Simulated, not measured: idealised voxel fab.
You're looking at the process module voxel transistor to metal.
We display cut, a cross-section 185 nm in width whose square cells are each 5 nm.
A cross-section is a grid of square cells, given in bands from the top down. A band is one or more rows of cells.
Read a band's entry like this: the first values are the height of its top and the height of its bottom in nm, and what follows is the sequence of materials from left to right, each with its width in nm. Note that "blank" is empty space, and that a single material marked "all across" reaches across the band from edge to edge.
Beneath 0, the wafer as received is one material, and that level is where height counting begins. The lowest band goes on downward without a bottom; it is written like "0 nm and below".
Width spec "30 to 40" -> top row of cells at first value, bottom row at second value, equal per-row change in between.
For the purposes of this document, the phrase "nothing different" attached to a step denotes that no cell within the cross-section was modified by that step.
Entry "Completely sealed voids" = empty spaces >= 8 cells with no open way to the top; each as width x height at distance, distance from left edge, all nm.
If you see something after the settings on a step's line, that's the simulator's own remark about that step.
For masked steps, "overlay nm" on the step line gives how far right of plan the mask actually lay; a minus sign means it lay to the left.
Every pair from here on: before one process step, after it. The after cross-section reaches only to the lowest band that changed. Below the pair: the step in between and its settings. Pairs can belong to different runs of this module on the same starting wafer; a pair carries on from the pair above only if the entry headed "Geometry before processing" says so.
Geometry before processing:
0 nm and below = Si all across
Completely sealed voids: none
After:
0 nm to -5 nm = SiO2 all across
Whatever lies below -5 is exactly as it was before.
Completely sealed voids: none
Which process step falls between the two cross-sections above? OXIDIZE, depth nm 5
Geometry before processing: see preceding pair, after cross-section.
After:
15 nm to 0 nm = SiN all across
Whatever lies below 0 is exactly as it was before.
Completely sealed voids: none
Which process step falls between the two cross-sections above? CONFORMAL_DEP, material SiN, thk nm 15
Geometry before processing: see preceding pair, after cross-section.
After:
15 nm to 0 nm = 25 of blank, then 130 of SiN, then 30 of blank
Whatever lies below 0 is exactly as it was before.
Completely sealed voids: none
Which process step falls between the two cross-sections above? MASKED_ETCH, tone cover, mask id ACTIVE, width nm 130, etch materials SiN, depth nm 15, overlay nm 0
Geometry before processing: see preceding pair, after cross-section.
After:
15 nm to 0 nm = 25 of blank, then 130 of SiN, then 30 of blank
0 nm to -5 nm = 25 of blank, then 130 of SiO2, then 30 of blank
Whatever lies below -5 is exactly as it was before.
Completely sealed voids: none
Which process step falls between the two cross-sections above? MASKED_ETCH, tone cover, mask id ACTIVE, width nm 130, etch materials SiO2, depth nm 5, overlay nm 0
Geometry before processing: see preceding pair, after cross-section.
After:
15 nm to 0 nm = 25 of blank, then 130 of SiN, then 30 of blank
0 nm to -5 nm = 25 of blank, then 130 of SiO2, then 30 of blank
-5 nm to -40 nm = 25 of blank, then 130 of Si, then 30 of blank
Whatever lies below -40 is exactly as it was before.
Completely sealed voids: none
Which process step falls between the two cross-sections above? MASKED_ETCH, tone cover, mask id ACTIVE, width nm 130, etch materials Si, depth nm 35, overlay nm 0
Geometry before processing: see preceding pair, after cross-section.
After:
25 nm to 15 nm = SiO2 all across
15 nm to 0 nm = 25 of SiO2, then 130 of SiN, then 30 of SiO2
0 nm to -5 nm = SiO2 all across
-5 nm to -40 nm = 25 of SiO2, then 130 of Si, then 30 of SiO2
Whatever lies below -40 is exactly as it was before.
Completely sealed voids: none
Which process step falls between the two cross-sections above? FILL_DEP, material SiO2, thk nm 10
Geometry before processing: see preceding pair, after cross-section.
After:
15 nm to 0 nm = 25 of SiO2, then 130 of SiN, then 30 of SiO2
Whatever lies below 0 is exactly as it was before.
Completely sealed voids: none
Which process step falls between the two cross-sections above? CMP, height nm 15
Geometry before processing: see preceding pair, after cross-section.
After:
15 nm to 5 nm = 25 of blank, then 130 of SiN, then 30 of blank
Whatever lies below 5 is exactly as it was before.
Completely sealed voids: none
Which process step falls between the two cross-sections above? SELECTIVE_ETCH, etch materials SiO2, depth nm 10
Geometry before processing: see preceding pair, after cross-section.
After:
5 nm to 0 nm = 25 of SiO2, then 130 of blank, then 30 of SiO2
Whatever lies below 0 is exactly as it was before.
Completely sealed voids: none
Which process step falls between the two cross-sections above? STRIP, etch materials SiN
Geometry before processing: see preceding pair, after cross-section.
After:
0 nm to -5 nm = 20 of SiO2, then 140 of blank, then 25 of SiO2
Whatever lies below -5 is exactly as it was before.
Completely sealed voids: none
Which process step falls between the two cross-sections above? SELECTIVE_ETCH, etch materials SiO2, depth nm 5
Geometry before processing: see preceding pair, after cross-section.
After:
0 nm to -5 nm = 20 of SiO2, then 140 of blank, then 25 of SiO2
-5 nm to -10 nm = SiO2 all across
Whatever lies below -10 is exactly as it was before.
Completely sealed voids: none
Which process step falls between the two cross-sections above? OXIDIZE, depth nm 5
Geometry before processing: see preceding pair, after cross-section.
After:
25 nm to 20 nm = 20 of polySi, then 140 of blank, then 25 of polySi
20 nm to 0 nm = polySi all across
0 nm to -5 nm = 20 of SiO2, then 140 of polySi, then 25 of SiO2
Whatever lies below -5 is exactly as it was before.
Completely sealed voids: none
Which process step falls between the two cross-sections above? DIRECTIONAL_DEP, material polySi, thk nm 25
Geometry before processing: see preceding pair, after cross-section.
After:
35 nm to 30 nm = 20 of SiCN, then 140 of blank, then 25 of SiCN
30 nm to 25 nm = SiCN all across
25 nm to 20 nm = 20 of polySi, then 140 of SiCN, then 25 of polySi
Whatever lies below 20 is exactly as it was before.
Completely sealed voids: none
Which process step falls between the two cross-sections above? DIRECTIONAL_DEP, material SiCN, thk nm 10
Geometry before processing: see preceding pair, after cross-section.
After:
50 nm to 45 nm = 20 of aC, then 140 of blank, then 25 of aC
45 nm to 35 nm = aC all across
35 nm to 30 nm = 20 of SiCN, then 140 of aC, then 25 of SiCN
Whatever lies below 30 is exactly as it was before.
Completely sealed voids: none
Which process step falls between the two cross-sections above? DIRECTIONAL_DEP, material aC, thk nm 15
Geometry before processing: see preceding pair, after cross-section.
After:
80 nm to 50 nm = 75 of blank, then 30 of resist, then 80 of blank
50 nm to 45 nm = 20 of aC, then 55 of blank, then 30 of resist, then 55 of blank, then 25 of aC
Whatever lies below 45 is exactly as it was before.
Completely sealed voids: none
Which process step falls between the two cross-sections above? PATTERN, tone cover, mask id GATE, material resist, width nm 30, thk nm 30, overlay nm 0
Geometry before processing: see preceding pair, after cross-section.
After:
65 nm to 45 nm = 75 of blank, then 30 of resist, then 80 of blank
45 nm to 35 nm = 75 of blank, then 30 of aC, then 80 of blank
35 nm to 30 nm = 20 of SiCN, then 55 of blank, then 30 of aC, then 55 of blank, then 25 of SiCN
Whatever lies below 30 is exactly as it was before.
Completely sealed voids: none
Which process step falls between the two cross-sections above? DIRECTIONAL_ETCH, etch materials aC, depth nm 15
Geometry before processing: see preceding pair, after cross-section.
After:
45 nm to 35 nm = 75 of blank, then 30 of aC, then 80 of blank
Whatever lies below 35 is exactly as it was before.
Completely sealed voids: none
Which process step falls between the two cross-sections above? STRIP, etch materials resist
Geometry before processing: see preceding pair, after cross-section.
After:
45 nm to 30 nm = 75 of blank, then 30 of aC, then 80 of blank
30 nm to 25 nm = 75 of blank, then 30 of SiCN, then 80 of blank
25 nm to 20 nm = 20 of polySi, then 55 of blank, then 30 of SiCN, then 55 of blank, then 25 of polySi
Whatever lies below 20 is exactly as it was before.
Completely sealed voids: none
Which process step falls between the two cross-sections above? DIRECTIONAL_ETCH, etch materials SiCN, depth nm 20
Geometry before processing: see preceding pair, after cross-section.
After:
45 nm to 30 nm = 75 of blank, then 30 of aC, then 80 of blank
30 nm to 20 nm = 75 of blank, then 30 of SiCN, then 80 of blank
20 nm to 0 nm = 75 of blank, then 30 of polySi, then 80 of blank
0 nm to -5 nm = 20 of SiO2, then 55 of blank, then 30 of polySi, then 55 of blank, then 25 of SiO2
Whatever lies below -5 is exactly as it was before.
Completely sealed voids: none
Which process step falls between the two cross-sections above? DIRECTIONAL_ETCH, etch materials polySi, depth nm 35
Geometry before processing: see preceding pair, after cross-section.
After:
30 nm to 20 nm = 75 of blank, then 30 of SiCN, then 80 of blank
Whatever lies below 20 is exactly as it was before.
Completely sealed voids: none
Which process step falls between the two cross-sections above? STRIP, etch materials aC
Geometry before processing: see preceding pair, after cross-section.
After:
35 nm to 30 nm = 70 of blank, then 40 of SiO2, then 75 of blank
30 nm to 20 nm = 70 of blank, then 5 of SiO2, then 30 of SiCN, then 5 of SiO2, then 75 of blank
20 nm to 5 nm = 70 of blank, then 5 of SiO2, then 30 of polySi, then 5 of SiO2, then 75 of blank
5 nm to 0 nm = 25 of SiO2, then 45 of blank, then 5 of SiO2, then 30 of polySi, then 5 of SiO2, then 45 of blank, then 30 of SiO2
0 nm to -5 nm = 75 of SiO2, then 30 of polySi, then 80 of SiO2
Whatever lies below -5 is exactly as it was before.
Completely sealed voids: none
Which process step falls between the two cross-sections above? CONFORMAL_DEP, material SiO2, thk nm 5
Geometry before processing: see preceding pair, after cross-section.
After:
30 nm to 20 nm = 70 of blank, then 5 of SiO2, then 30 of SiCN, then 5 of SiO2, then 75 of blank
20 nm to 0 nm = 70 of blank, then 5 of SiO2, then 30 of polySi, then 5 of SiO2, then 75 of blank
0 nm to -5 nm = 25 of SiO2, then 45 of blank, then 5 of SiO2, then 30 of polySi, then 5 of SiO2, then 45 of blank, then 30 of SiO2
Whatever lies below -5 is exactly as it was before.
Completely sealed voids: none
Which process step falls between the two cross-sections above? DIRECTIONAL_ETCH, etch materials SiO2, depth nm 5
Geometry before processing: see preceding pair, after cross-section.
After:
40 nm to 30 nm = 60 of blank, then 60 of SiN, then 65 of blank
30 nm to 20 nm = 60 of blank, then 10 of SiN, then 5 of SiO2, then 30 of SiCN, then 5 of SiO2, then 10 of SiN, then 65 of blank
20 nm to 10 nm = 60 of blank, then 10 of SiN, then 5 of SiO2, then 30 of polySi, then 5 of SiO2, then 10 of SiN, then 65 of blank
10 nm to 5 nm = 35 of SiN, then 25 of blank, then 10 of SiN, then 5 of SiO2, then 30 of polySi, then 5 of SiO2, then 10 of SiN, then 25 of blank, then 40 of SiN
5 nm to 0 nm = 70 of SiN, then 5 of SiO2, then 30 of polySi, then 5 of SiO2, then 75 of SiN
0 nm to -5 nm = 25 of SiO2, then 45 of SiN, then 5 of SiO2, then 30 of polySi, then 5 of SiO2, then 45 of SiN, then 30 of SiO2
Whatever lies below -5 is exactly as it was before.
Completely sealed voids: none
Which process step falls between the two cross-sections above? CONFORMAL_DEP, material SiN, thk nm 10
Geometry before processing: see preceding pair, after cross-section.
After:
30 nm to 20 nm = 60 of blank, then 10 of SiN, then 5 of SiO2, then 30 of SiCN, then 5 of SiO2, then 10 of SiN, then 65 of blank
20 nm to 0 nm = 60 of blank, then 10 of SiN, then 5 of SiO2, then 30 of polySi, then 5 of SiO2, then 10 of SiN, then 65 of blank
0 nm to -5 nm = 25 of SiO2, then 10 of SiN, then 25 of blank, then 10 of SiN, then 5 of SiO2, then 30 of polySi, then 5 of SiO2, then 10 of SiN, then 25 of blank, then 10 of SiN, then 30 of SiO2
Whatever lies below -5 is exactly as it was before.
Completely sealed voids: none
Which process step falls between the two cross-sections above? DIRECTIONAL_ETCH, etch materials SiN, depth nm 10
Geometry before processing: see preceding pair, after cross-section.
After:
30 nm to 25 nm = 60 of blank, then 10 of SiN, then 5 of blank, then 30 of SiCN, then 5 of blank, then 10 of SiN, then 65 of blank
25 nm to 20 nm = 60 of blank, then 10 of SiN, then 5 of SiO2, then 30 of SiCN, then 5 of SiO2, then 10 of SiN, then 65 of blank
20 nm to 0 nm = 60 of blank, then 10 of SiN, then 5 of SiO2, then 30 of polySi, then 5 of SiO2, then 10 of SiN, then 65 of blank
0 nm to -5 nm = 25 of blank, then 10 of SiN, then 25 of blank, then 10 of SiN, then 5 of SiO2, then 30 of polySi, then 5 of SiO2, then 10 of SiN, then 25 of blank, then 10 of SiN, then 30 of blank
-5 nm to -10 nm = 35 of SiO2, then 25 of blank, then 60 of SiO2, then 25 of blank, then 40 of SiO2
Whatever lies below -10 is exactly as it was before.
Completely sealed voids: none
Which process step falls between the two cross-sections above? DIRECTIONAL_ETCH, etch materials SiO2, depth nm 5
Geometry before processing: see preceding pair, after cross-section.
After:
30 nm to 25 nm = 60 of blank, then 10 of SiN, then 5 of blank, then 30 of SiCN, then 5 of blank, then 10 of SiN, then 65 of blank
25 nm to 20 nm = 60 of blank, then 10 of SiN, then 5 of SiO2, then 30 of SiCN, then 5 of SiO2, then 10 of SiN, then 65 of blank
20 nm to 0 nm = 60 of blank, then 10 of SiN, then 5 of SiO2, then 30 of polySi, then 5 of SiO2, then 10 of SiN, then 65 of blank
0 nm to -5 nm = 25 of blank, then 10 of SiN, then 25 of blank, then 10 of SiN, then 5 of SiO2, then 30 of polySi, then 5 of SiO2, then 10 of SiN, then 25 of blank, then 10 of SiN, then 30 of blank
-5 nm to -10 nm = 35 of SiO2, then 25 of blank, then 60 of SiO2, then 25 of blank, then 40 of SiO2
-10 nm to -15 nm = 25 of SiO2, then 10 of Si, then 25 of blank, then 60 of Si, then 25 of blank, then 10 of Si, then 30 of SiO2
Whatever lies below -15 is exactly as it was before.
Completely sealed voids: none
Which process step falls between the two cross-sections above? DIRECTIONAL_ETCH, etch materials Si, depth nm 5
Geometry before processing: see preceding pair, after cross-section.
After:
30 nm to 25 nm = 60 of blank, then 10 of SiN, then 5 of blank, then 30 of SiCN, then 5 of blank, then 10 of SiN, then 65 of blank
25 nm to 20 nm = 60 of blank, then 10 of SiN, then 5 of SiO2, then 30 of SiCN, then 5 of SiO2, then 10 of SiN, then 65 of blank
20 nm to 0 nm = 60 of blank, then 10 of SiN, then 5 of SiO2, then 30 of polySi, then 5 of SiO2, then 10 of SiN, then 65 of blank
0 nm to -5 nm = 25 of blank, then 10 of SiN, then 25 of blank, then 10 of SiN, then 5 of SiO2, then 30 of polySi, then 5 of SiO2, then 10 of SiN, then 25 of blank, then 10 of SiN, then 30 of blank
-5 nm to -10 nm = 35 of SiO2, then 5 of pSi, then 15 of blank, then 5 of pSi, then 60 of SiO2, then 5 of pSi, then 15 of blank, then 5 of pSi, then 40 of SiO2
-10 nm to -15 nm = 25 of SiO2, then 10 of Si, then 25 of pSi, then 60 of Si, then 25 of pSi, then 10 of Si, then 30 of SiO2
Whatever lies below -15 is exactly as it was before.
Completely sealed voids: none
Which process step falls between the two cross-sections above? EPI, material pSi, thk nm 5
Geometry before processing: see preceding pair, after cross-section.
After:
40 nm to 30 nm = SiO2 all across
30 nm to 20 nm = 60 of SiO2, then 10 of SiN, then 5 of SiO2, then 30 of SiCN, then 5 of SiO2, then 10 of SiN, then 65 of SiO2
20 nm to 0 nm = 60 of SiO2, then 10 of SiN, then 5 of SiO2, then 30 of polySi, then 5 of SiO2, then 10 of SiN, then 65 of SiO2
0 nm to -5 nm = 25 of SiO2, then 10 of SiN, then 25 of SiO2, then 10 of SiN, then 5 of SiO2, then 30 of polySi, then 5 of SiO2, then 10 of SiN, then 25 of SiO2, then 10 of SiN, then 30 of SiO2
-5 nm to -10 nm = 35 of SiO2, then 5 of pSi, then 15 of SiO2, then 5 of pSi, then 60 of SiO2, then 5 of pSi, then 15 of SiO2, then 5 of pSi, then 40 of SiO2
Whatever lies below -10 is exactly as it was before.
Completely sealed voids: none
Which process step falls between the two cross-sections above? FILL_DEP, material SiO2, thk nm 10
Geometry before processing: see preceding pair, after cross-section.
After:
20 nm to 0 nm = 60 of SiO2, then 10 of SiN, then 5 of SiO2, then 30 of polySi, then 5 of SiO2, then 10 of SiN, then 65 of SiO2
Whatever lies below 0 is exactly as it was before.
Completely sealed voids: none
Which process step falls between the two cross-sections above? CMP, height nm 20
Geometry before processing: see preceding pair, after cross-section.
After:
20 nm to 0 nm = 60 of SiO2, then 10 of SiN, then 5 of SiO2, then 30 of blank, then 5 of SiO2, then 10 of SiN, then 65 of SiO2
0 nm to -5 nm = 25 of SiO2, then 10 of SiN, then 25 of SiO2, then 10 of SiN, then 5 of SiO2, then 30 of blank, then 5 of SiO2, then 10 of SiN, then 25 of SiO2, then 10 of SiN, then 30 of SiO2
Whatever lies below -5 is exactly as it was before.
Completely sealed voids: none
Which process step falls between the two cross-sections above? STRIP, etch materials polySi
Geometry before processing: see preceding pair, after cross-section.
After:
20 nm to 15 nm = 60 of blank, then 10 of SiN, then 40 of blank, then 10 of SiN, then 65 of blank
15 nm to 0 nm = 60 of SiO2, then 10 of SiN, then 40 of blank, then 10 of SiN, then 65 of SiO2
0 nm to -5 nm = 25 of SiO2, then 10 of SiN, then 25 of SiO2, then 10 of SiN, then 40 of blank, then 10 of SiN, then 25 of SiO2, then 10 of SiN, then 30 of SiO2
-5 nm to -10 nm = 35 of SiO2, then 5 of pSi, then 15 of SiO2, then 5 of pSi, then 10 of SiO2, then 40 of blank, then 10 of SiO2, then 5 of pSi, then 15 of SiO2, then 5 of pSi, then 40 of SiO2
Whatever lies below -10 is exactly as it was before.
Completely sealed voids: none
Which process step falls between the two cross-sections above? SELECTIVE_ETCH, etch materials SiO2, depth nm 5
Geometry before processing: see preceding pair, after cross-section.
After:
25 nm to 20 nm = 55 of blank, then 20 of HfO2, then 30 of blank, then 20 of HfO2, then 60 of blank
20 nm to 15 nm = 60 of HfO2, then 10 of SiN, then 5 of HfO2, then 30 of blank, then 5 of HfO2, then 10 of SiN, then 65 of HfO2
15 nm to 0 nm = 60 of SiO2, then 10 of SiN, then 5 of HfO2, then 30 of blank, then 5 of HfO2, then 10 of SiN, then 65 of SiO2
0 nm to -5 nm = 25 of SiO2, then 10 of SiN, then 25 of SiO2, then 10 of SiN, then 5 of HfO2, then 30 of blank, then 5 of HfO2, then 10 of SiN, then 25 of SiO2, then 10 of SiN, then 30 of SiO2
-5 nm to -10 nm = 35 of SiO2, then 5 of pSi, then 15 of SiO2, then 5 of pSi, then 10 of SiO2, then 40 of HfO2, then 10 of SiO2, then 5 of pSi, then 15 of SiO2, then 5 of pSi, then 40 of SiO2
Whatever lies below -10 is exactly as it was before.
Completely sealed voids: none
Which process step falls between the two cross-sections above? CONFORMAL_DEP, material HfO2, thk nm 5
Geometry before processing: see preceding pair, after cross-section.
After:
30 nm to 25 nm = 50 of blank, then 30 of TiN, then 20 of blank, then 30 of TiN, then 55 of blank
25 nm to 20 nm = 55 of TiN, then 20 of HfO2, then 5 of TiN, then 20 of blank, then 5 of TiN, then 20 of HfO2, then 60 of TiN
20 nm to 15 nm = 60 of HfO2, then 10 of SiN, then 5 of HfO2, then 5 of TiN, then 20 of blank, then 5 of TiN, then 5 of HfO2, then 10 of SiN, then 65 of HfO2
15 nm to 0 nm = 60 of SiO2, then 10 of SiN, then 5 of HfO2, then 5 of TiN, then 20 of blank, then 5 of TiN, then 5 of HfO2, then 10 of SiN, then 65 of SiO2
0 nm to -5 nm = 25 of SiO2, then 10 of SiN, then 25 of SiO2, then 10 of SiN, then 5 of HfO2, then 30 of TiN, then 5 of HfO2, then 10 of SiN, then 25 of SiO2, then 10 of SiN, then 30 of SiO2
Whatever lies below -5 is exactly as it was before.
Completely sealed voids: none
Which process step falls between the two cross-sections above? CONFORMAL_DEP, material TiN, thk nm 5
Geometry before processing: see preceding pair, after cross-section.
After:
35 nm to 30 nm = W all across
30 nm to 25 nm = 50 of W, then 30 of TiN, then 20 of W, then 30 of TiN, then 55 of W
25 nm to 20 nm = 55 of TiN, then 20 of HfO2, then 5 of TiN, then 20 of W, then 5 of TiN, then 20 of HfO2, then 60 of TiN
20 nm to 15 nm = 60 of HfO2, then 10 of SiN, then 5 of HfO2, then 5 of TiN, then 20 of W, then 5 of TiN, then 5 of HfO2, then 10 of SiN, then 65 of HfO2
15 nm to 0 nm = 60 of SiO2, then 10 of SiN, then 5 of HfO2, then 5 of TiN, then 20 of W, then 5 of TiN, then 5 of HfO2, then 10 of SiN, then 65 of SiO2
Whatever lies below 0 is exactly as it was before.
Completely sealed voids: none
Which process step falls between the two cross-sections above? FILL_DEP, material W, thk nm 5
Geometry before processing: see preceding pair, after cross-section.
After:
15 nm to 0 nm = 60 of SiO2, then 10 of SiN, then 5 of HfO2, then 5 of TiN, then 20 of W, then 5 of TiN, then 5 of HfO2, then 10 of SiN, then 65 of SiO2
Whatever lies below 0 is exactly as it was before.
Completely sealed voids: none
Which process step falls between the two cross-sections above? CMP, height nm 15
Geometry before processing: see preceding pair, after cross-section.
After:
25 nm to 15 nm = SiO2 all across
Whatever lies below 15 is exactly as it was before.
Completely sealed voids: none
Which process step falls between the two cross-sections above? DIRECTIONAL_DEP, material SiO2, thk nm 10
Geometry before processing: see preceding pair, after cross-section.
After:
45 nm to 25 nm = 35 of resist, then 20 of blank, then 70 of resist, then 20 of blank, then 40 of resist
Whatever lies below 25 is exactly as it was before.
Completely sealed voids: none
Which process step falls between the two cross-sections above? PATTERN, tone open, mask id CONTACT, material resist, width nm 20, pitch nm 90, thk nm 20, overlay nm 0
Geometry before processing: see preceding pair, after cross-section.
After:
45 nm to 25 nm = 35 of resist, then 20 of blank, then 70 of resist, then 20 of blank, then 40 of resist
25 nm to 15 nm = 35 of SiO2, then 20 of blank, then 70 of SiO2, then 20 of blank, then 40 of SiO2
15 nm to 0 nm = 35 of SiO2, then 20 of blank, then 5 of SiO2, then 10 of SiN, then 5 of HfO2, then 5 of TiN, then 20 of W, then 5 of TiN, then 5 of HfO2, then 10 of SiN, then 5 of SiO2, then 20 of blank, then 40 of SiO2
0 nm to -5 nm = 25 of SiO2, then 10 of SiN, then 20 of blank, then 5 of SiO2, then 10 of SiN, then 5 of HfO2, then 30 of TiN, then 5 of HfO2, then 10 of SiN, then 5 of SiO2, then 20 of blank, then 10 of SiN, then 30 of SiO2
-5 nm to -10 nm = 35 of SiO2, then 5 of pSi, then 15 of blank, then 5 of pSi, then 10 of SiO2, then 40 of HfO2, then 10 of SiO2, then 5 of pSi, then 15 of blank, then 5 of pSi, then 40 of SiO2
Whatever lies below -10 is exactly as it was before.
Completely sealed voids: none
Which process step falls between the two cross-sections above? DIRECTIONAL_ETCH, etch materials SiO2, depth nm 35
Geometry before processing: see preceding pair, after cross-section.
After:
25 nm to 15 nm = 35 of SiO2, then 20 of blank, then 70 of SiO2, then 20 of blank, then 40 of SiO2
Whatever lies below 15 is exactly as it was before.
Completely sealed voids: none
Which process step falls between the two cross-sections above? STRIP, etch materials resist
Geometry before processing: see preceding pair, after cross-section.
After:
30 nm to 25 nm = 40 of TiN, then 10 of blank, then 80 of TiN, then 10 of blank, then 45 of TiN
25 nm to 15 nm = 35 of SiO2, then 5 of TiN, then 10 of blank, then 5 of TiN, then 70 of SiO2, then 5 of TiN, then 10 of blank, then 5 of TiN, then 40 of SiO2
15 nm to 0 nm = 35 of SiO2, then 5 of TiN, then 10 of blank, then 5 of TiN, then 5 of SiO2, then 10 of SiN, then 5 of HfO2, then 5 of TiN, then 20 of W, then 5 of TiN, then 5 of HfO2, then 10 of SiN, then 5 of SiO2, then 5 of TiN, then 10 of blank, then 5 of TiN, then 40 of SiO2
0 nm to -5 nm = 25 of SiO2, then 10 of SiN, then 10 of TiN, then 5 of blank, then 5 of TiN, then 5 of SiO2, then 10 of SiN, then 5 of HfO2, then 30 of TiN, then 5 of HfO2, then 10 of SiN, then 5 of SiO2, then 5 of TiN, then 5 of blank, then 10 of TiN, then 10 of SiN, then 30 of SiO2
-5 nm to -10 nm = 35 of SiO2, then 5 of pSi, then 15 of TiN, then 5 of pSi, then 10 of SiO2, then 40 of HfO2, then 10 of SiO2, then 5 of pSi, then 15 of TiN, then 5 of pSi, then 40 of SiO2
Whatever lies below -10 is exactly as it was before.
Completely sealed voids: none
Which process step falls between the two cross-sections above? CONFORMAL_DEP, material TiN, thk nm 5
Geometry before processing: see preceding pair, after cross-section.
After:
35 nm to 30 nm = Ru all across
30 nm to 25 nm = 40 of TiN, then 10 of Ru, then 80 of TiN, then 10 of Ru, then 45 of TiN
25 nm to 15 nm = 35 of SiO2, then 5 of TiN, then 10 of Ru, then 5 of TiN, then 70 of SiO2, then 5 of TiN, then 10 of Ru, then 5 of TiN, then 40 of SiO2
15 nm to 0 nm = 35 of SiO2, then 5 of TiN, then 10 of Ru, then 5 of TiN, then 5 of SiO2, then 10 of SiN, then 5 of HfO2, then 5 of TiN, then 20 of W, then 5 of TiN, then 5 of HfO2, then 10 of SiN, then 5 of SiO2, then 5 of TiN, then 10 of Ru, then 5 of TiN, then 40 of SiO2
0 nm to -5 nm = 25 of SiO2, then 10 of SiN, then 10 of TiN, then 5 of Ru, then 5 of TiN, then 5 of SiO2, then 10 of SiN, then 5 of HfO2, then 30 of TiN, then 5 of HfO2, then 10 of SiN, then 5 of SiO2, then 5 of TiN, then 5 of Ru, then 10 of TiN, then 10 of SiN, then 30 of SiO2
Whatever lies below -5 is exactly as it was before.
Completely sealed voids: none
Which process step falls between the two cross-sections above? FILL_DEP, material Ru, thk nm 5
Geometry before processing: see preceding pair, after cross-section.
After:
25 nm to 15 nm = 35 of SiO2, then 5 of TiN, then 10 of Ru, then 5 of TiN, then 70 of SiO2, then 5 of TiN, then 10 of Ru, then 5 of TiN, then 40 of SiO2
Whatever lies below 15 is exactly as it was before.
Completely sealed voids: none
Which process step falls between the two cross-sections above? CMP, height nm 25
Geometry before processing: see preceding pair, after cross-section.
After:
30 nm to 25 nm = TiN all across
Whatever lies below 25 is exactly as it was before.
Completely sealed voids: none
Which process step falls between the two cross-sections above? DIRECTIONAL_DEP, material TiN, thk nm 5
Geometry before processing: see preceding pair, after cross-section.
After:
50 nm to 30 nm = Ru all across
Whatever lies below 30 is exactly as it was before.
Completely sealed voids: none
Which process step falls between the two cross-sections above? DIRECTIONAL_DEP, material Ru, thk nm 20
Geometry before processing: see preceding pair, after cross-section.
After:
50 nm to 30 nm = 35 of blank, then 20 of Ru, then 70 of blank, then 20 of Ru, then 40 of blank
Whatever lies below 30 is exactly as it was before.
Completely sealed voids: none
Which process step falls between the two cross-sections above? MASKED_ETCH, tone cover, mask id METAL_1, width nm 20, pitch nm 90, etch materials Ru, depth nm 20, overlay nm 0
Geometry before processing: see preceding pair, after cross-section.
After:
50 nm to 30 nm = 35 of blank, then 20 of Ru, then 70 of blank, then 20 of Ru, then 40 of blank
30 nm to 25 nm = 35 of blank, then 20 of TiN, then 70 of blank, then 20 of TiN, then 40 of blank
Whatever lies below 25 is exactly as it was before.
Completely sealed voids: none
Which process step falls between the two cross-sections above? MASKED_ETCH, tone cover, mask id METAL_1, width nm 20, pitch nm 90, etch materials TiN, depth nm 5, overlay nm 0
Geometry before processing: see preceding pair, after cross-section.
After:
55 nm to 50 nm = SiO2 all across
50 nm to 30 nm = 35 of SiO2, then 20 of Ru, then 70 of SiO2, then 20 of Ru, then 40 of SiO2
30 nm to 25 nm = 35 of SiO2, then 20 of TiN, then 70 of SiO2, then 20 of TiN, then 40 of SiO2
Whatever lies below 25 is exactly as it was before.
Completely sealed voids: none
Which process step falls between the two cross-sections above? FILL_DEP, material SiO2, thk nm 5
Geometry before processing: see preceding pair, after cross-section.
After:
50 nm to 30 nm = 35 of SiO2, then 20 of Ru, then 70 of SiO2, then 20 of Ru, then 40 of SiO2
Whatever lies below 30 is exactly as it was before.
Completely sealed voids: none
Which process step falls between the two cross-sections above? CMP, height nm 50
Geometry before processing: see preceding pair, after cross-section.
After:
55 nm to 50 nm = SiN all across
Whatever lies below 50 is exactly as it was before.
Completely sealed voids: none
Which process step falls between the two cross-sections above? CONFORMAL_DEP, material SiN, thk nm 5
Geometry before processing:
30 nm to 20 nm = 70 of blank, then 5 of SiO2, then 30 of SiCN, then 5 of SiO2, then 75 of blank
20 nm to 0 nm = 70 of blank, then 5 of SiO2, then 30 of polySi, then 5 of SiO2, then 75 of blank
0 nm to -5 nm = 25 of SiO2, then 45 of blank, then 5 of SiO2, then 30 of polySi, then 5 of SiO2, then 45 of blank, then 30 of SiO2
-5 nm to -10 nm = SiO2 all across
-10 nm to -40 nm = 25 of SiO2, then 130 of Si, then 30 of SiO2
-40 nm and below = Si all across
Completely sealed voids: none
After:
30 nm to 25 nm = 75 of blank, then 30 of SiCN, then 80 of blank
25 nm to 20 nm = 70 of blank, then 5 of SiO2, then 30 of SiCN, then 5 of SiO2, then 75 of blank
20 nm to -5 nm = 70 of blank, then 5 of SiO2, then 30 of polySi, then 5 of SiO2, then 75 of blank
-5 nm to -10 nm = 25 of SiO2, then 45 of blank, then 40 of SiO2, then 45 of blank, then 30 of SiO2
Whatever lies below -10 is exactly as it was before.
Completely sealed voids: none
Which process step falls between the two cross-sections above? DIRECTIONAL_ETCH, etch materials SiO2, depth nm 5
Geometry before processing: see preceding pair, after cross-section.
After:
30 nm to 25 nm = 75 of blank, then 30 of SiCN, then 80 of blank
25 nm to 20 nm = 70 of blank, then 5 of SiO2, then 30 of SiCN, then 5 of SiO2, then 75 of blank
20 nm to -5 nm = 70 of blank, then 5 of SiO2, then 30 of polySi, then 5 of SiO2, then 75 of blank
-5 nm to -10 nm = 25 of SiO2, then 45 of blank, then 40 of SiO2, then 45 of blank, then 30 of SiO2
-10 nm to -15 nm = 25 of SiO2, then 45 of blank, then 40 of Si, then 45 of blank, then 30 of SiO2
Whatever lies below -15 is exactly as it was before.
Completely sealed voids: none
Which process step falls between the two cross-sections above? DIRECTIONAL_ETCH, etch materials Si, depth nm 5
Geometry before processing: see preceding pair, after cross-section.
After:
30 nm to 25 nm = 75 of blank, then 30 of SiCN, then 80 of blank
25 nm to 20 nm = 70 of blank, then 5 of SiO2, then 30 of SiCN, then 5 of SiO2, then 75 of blank
20 nm to -5 nm = 70 of blank, then 5 of SiO2, then 30 of polySi, then 5 of SiO2, then 75 of blank
-5 nm to -10 nm = 25 of SiO2, then 40 of blank, then 5 of pSi, then 40 of SiO2, then 5 of pSi, then 40 of blank, then 30 of SiO2
-10 nm to -15 nm = 25 of SiO2, then 45 of pSi, then 40 of Si, then 45 of pSi, then 30 of SiO2
Whatever lies below -15 is exactly as it was before.
Completely sealed voids: none
Which process step falls between the two cross-sections above? EPI, material pSi, thk nm 5
Geometry before processing: see preceding pair, after cross-section.
After:
40 nm to 30 nm = SiO2 all across
30 nm to 20 nm = 75 of SiO2, then 30 of SiCN, then 80 of SiO2
20 nm to -5 nm = 75 of SiO2, then 30 of polySi, then 80 of SiO2
-5 nm to -10 nm = 65 of SiO2, then 5 of pSi, then 40 of SiO2, then 5 of pSi, then 70 of SiO2
Whatever lies below -10 is exactly as it was before.
Completely sealed voids: none
Which process step falls between the two cross-sections above? FILL_DEP, material SiO2, thk nm 10
